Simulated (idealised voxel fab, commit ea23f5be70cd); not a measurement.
process module | voxel gate over fins
cross-section cut | 190 nm wide | cells 5 nm
A cross-section is a grid of square cells, given in bands from the top down. A band is one or more rows of cells.
Each band's line starts with the height of the band's top and of its bottom, in nm. Then come its materials from left to right, each with its width in nm. One material with "throughout" fills the band from edge to edge. "air" is empty space.
Height 0 is the level under which the wafer as received is all one material. The lowest band goes on downwards, as in "0 down".
A width such as "30 to 40" changes by the same amount from each row of cells to the next, from the band's top row to its bottom row.
"no change" after a step means that no cell of the cross-section changed.
closed voids: empty space of 8 cells or more with no open way to the top, each as width x height at its distance from the left edge, in nm
after a step's settings: what the simulator itself notes on the step
overlay nm, on a step with a mask: how far to the right of its planned place the mask lay; to the left if negative
plan
1 op RECEIVE | material Si
2 op CONFORMAL_DEP | material SiN | thk nm 5
3 op MASKED_ETCH | tone cover | mask id FINS | width nm 15 | pitch nm 50 | etch materials SiN | depth nm 5 | overlay nm 0
4 op MASKED_ETCH | tone cover | mask id FINS | width nm 15 | pitch nm 50 | etch materials Si | depth nm 30 | overlay nm 0
5 op FILL_DEP | material SiO2 | thk nm 5
6 op CMP | height nm 5
7 op DIRECTIONAL_DEP | material aC | thk nm 15
8 op PATTERN | tone open | mask id RAIL | material resist | width nm 15 | thk nm 30 | overlay nm 0
9 op DIRECTIONAL_ETCH | etch materials aC | depth nm 15
10 op STRIP | etch materials resist
11 op DIRECTIONAL_ETCH | etch materials SiO2 | depth nm 30
12 op STRIP | etch materials aC
13 op CONFORMAL_DEP | material TiN | thk nm 5
14 op FILL_DEP | material W | thk nm 5
15 op CMP | height nm 5
16 op SELECTIVE_ETCH | etch materials W Ru TiN | depth nm 25
17 op FILL_DEP | material SiO2 | thk nm 5
18 op CMP | height nm 5
19 op SELECTIVE_ETCH | etch materials SiO2 | depth nm 15
20 op STRIP | etch materials SiN
21 op CONFORMAL_DEP | material HfO2 | thk nm 5
22 op CONFORMAL_DEP | material TiN | thk nm 5
23 op FILL_DEP | material W | thk nm 15
24 op CMP | height nm 20
25 op CONFORMAL_DEP | material SiCN | thk nm 5
as received, after step 1
  0 down: Si throughout
  closed voids: none
a wafer at the end: this start, this plan, one mistake
  25 to 20: SiCN throughout
  20 to 10: W throughout
  10 to 5: W 25 | HfO2 35 | W 15 | HfO2 35 | W 15 | HfO2 35 | W 30
  5 to 0: W 25 | HfO2 5 | TiN 25 | HfO2 5 | W 15 | HfO2 5 | TiN 25 | HfO2 5 | W 15 | HfO2 5 | TiN 25 | HfO2 5 | W 30
  0 to -5: HfO2 30 | TiN 5 | Si 15 | TiN 5 | HfO2 25 | TiN 5 | Si 15 | TiN 5 | HfO2 25 | TiN 5 | Si 15 | TiN 5 | HfO2 35
  -5 to -10: TiN 35 | Si 15 | TiN 35 | Si 15 | TiN 35 | Si 15 | TiN 40
  -10 to -20: SiO2 35 | Si 15 | SiO2 35 | Si 15 | SiO2 35 | Si 15 | SiO2 40
  -20 to -25: SiO2 35 | Si 15 | SiO2 10 | TiN 15 | SiO2 10 | Si 15 | SiO2 35 | Si 15 | SiO2 40
  -25 to -30: SiO2 35 | Si 15 | SiO2 35 | Si 15 | SiO2 35 | Si 15 | SiO2 40
  -30 down: Si throughout
  closed voids: none
what went wrong: steps 21 and 22 were swapped
